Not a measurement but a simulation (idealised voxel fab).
Process module in this document: voxel local oxidation
The cross-section shown here is cut; it is 265 nm wide and divided into square cells measuring 5 nm on a side.
A cross-section is written here as square cells arranged in a grid, and it is given in bands from the top down, each band taking up one or more rows of cells.
The band entry comprises the height of the band's top followed by the height of its bottom, expressed in nm, and subsequently the band's materials from left to right, each stated together with its width in nm. Where a single material is marked with the word "full width", that material fills the band from edge to edge. The word "empty" represents empty space.
We count height from 0. Below that, the starting wafer is all one material. The lowest band never ends at the bottom but goes on down; see "0..down" for how that is written.
Quick explanation for "30->40": the width changes in equal steps down the rows of cells, from the first number in the band's top row to the second number in its bottom row.
"nothing was modified" (step): cross-section cells unchanged, all of them.
Under "Closed void catalog" you'll find the enclosed gaps, the ones with no way out to the top, that are 8 cells or bigger; each reads width x height at distance, with distance counted from the left edge, everything in nm.
The remark found on a step's line after its settings is issued by the simulator itself and pertains to that step.
The optional step-line setting "overlay nm" applies to steps with a mask and quantifies how far to the right of its planned location the mask lay, a negative value indicating leftward placement.
The planned process steps are enumerated hereunder:
1) op RECEIVE | material Si
2) op OXIDIZE | depth nm 5
3) op CONFORMAL_DEP | material SiN | thk nm 5
4) op MASKED_ETCH | tone cover | mask id ACTIVE | width nm 105 | pitch nm 125 | etch materials SiN | depth nm 15 | overlay nm 0
5) op SELECTIVE_ETCH | etch materials SiO2 | depth nm 5
6) op OXIDIZE | depth nm 15
7) op STRIP | etch materials SiN
It is noted that the wafers described herein are identical at the outset and are distinguished by the thk nm of step 3; the value stated in the plan corresponds to the first wafer.
The as-received cross-section of the first of several wafers corresponds to the state after step 1:
> 0..down = Si full width
> Closed void catalog: none
Cross-sectional representation of the first of several wafers at the end of the module, i.e. after its terminal step, step 7:
> 0..-5 = empty 20 nm  SiO2 95 nm  empty 30 nm  SiO2 95 nm  empty 25 nm
> -5..-20 = SiO2 35 nm  Si 65 nm  SiO2 60 nm  Si 65 nm  SiO2 40 nm
> -20..down = Si full width
> Closed void catalog: none
Final wafer cross-section at module end:
> 0..-5 = SiO2 full width
> -5..down = Si full width
> Closed void catalog: none
End of module, by wafer: material-by-material cell gain (+) or loss (-) since receipt, then closed voids:
thk nm 5 | -134 Si | +119 SiO2 | Closed void catalog: none
thk nm 10 | -134 Si | +119 SiO2 | Closed void catalog: none
thk nm 15 | -134 Si | +119 SiO2 | Closed void catalog: none
thk nm 20 | -53 Si | +53 SiO2 | Closed void catalog: none
thk nm 25 | -53 Si | +53 SiO2 | Closed void catalog: none
thk nm 30 | -53 Si | +53 SiO2 | Closed void catalog: none
